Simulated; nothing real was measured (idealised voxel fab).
The process module that follows is named voxel gate over fins.
Pictured: cross-section cut, 215 nm wide, on a grid of 5 nm square cells.
Cross-section format: a grid of square cells, given as bands from top to bottom; each band is one or more rows of cells. Per band: top height and bottom height in nm, followed by the left-to-right materials and their widths in nm; "all across" marks a single material spanning edge to edge, "air" marks empty space. All heights in this document are referenced to 0, defined as the level beneath which the wafer, as received, consists entirely of one material. The lowest band is not bounded below; it extends indefinitely downward and is written in the form "0 nm and below". A width given as "30->40" starts at the first number in the band's top row and ends at the second number in its bottom row, shifting by an equal amount at every step from row to row. Reading "all unchanged" for a step: not a cell of the cross-section changed in it. Under "Tabulated closed voids" you'll find the enclosed gaps, the ones with no way out to the top, that are 8 cells or bigger; each reads width x height at distance, with distance counted from the left edge, everything in nm. Whatever follows a step's settings on its line is a remark the simulator itself makes about that step. overlay nm: how far to the right of its planned place the mask lay on this masked step (negative: to the left).
Process steps foreseen in the plan
| 1 | RECEIVE [material Si] |
| 2 | CONFORMAL_DEP [material SiN] [thk nm 10] |
| 3 | PATTERN [tone cover] [mask id FINS] [material resist] [width nm 15] [pitch nm 40] [thk nm 15] [overlay nm 0] |
| 4 | DIRECTIONAL_ETCH [etch materials SiN] [depth nm 10] |
| 5 | DIRECTIONAL_ETCH [etch materials Si] [depth nm 40] |
| 6 | STRIP [etch materials resist] |
| 7 | FILL_DEP [material SiO2] [thk nm 15] |
| 8 | CMP [height nm 10] |
| 9 | SELECTIVE_ETCH [etch materials SiO2] [depth nm 20] |
| 10 | STRIP [etch materials SiN] |
| 11 | CONFORMAL_DEP [material HfO2] [thk nm 5] |
| 12 | CONFORMAL_DEP [material TiN] [thk nm 5] |
| 13 | CONFORMAL_DEP [material TiAl] [thk nm 5] |
| 14 | CONFORMAL_DEP [material TiN] [thk nm 5] |
| 15 | FILL_DEP [material W] [thk nm 15] |
| 16 | CMP [height nm 30] |
| 17 | CONFORMAL_DEP [material SiN] [thk nm 10] |
Among the wafers covered here, the point of difference is the width nm at step 3; their starting state is shared, and the plan presents the value of the first wafer.
Sectional view: first of several wafers, as received, after step 1
    0 nm and below: Si all across
    Tabulated closed voids: none
End of module, by wafer: material-by-material cell gain (+) or loss (-) since receipt, then closed voids
width nm 15, +59 HfO2, -248 Si, +86 SiN, +186 SiO2, +53 TiAl, +106 TiN, +102 W, Tabulated closed voids: none
width nm 20, +59 HfO2, -216 Si, +86 SiN, +162 SiO2, +47 TiAl, +106 TiN, +100 W, Tabulated closed voids: none
width nm 25, +59 HfO2, -184 Si, +86 SiN, +138 SiO2, +47 TiAl, +100 TiN, +98 W, Tabulated closed voids: none
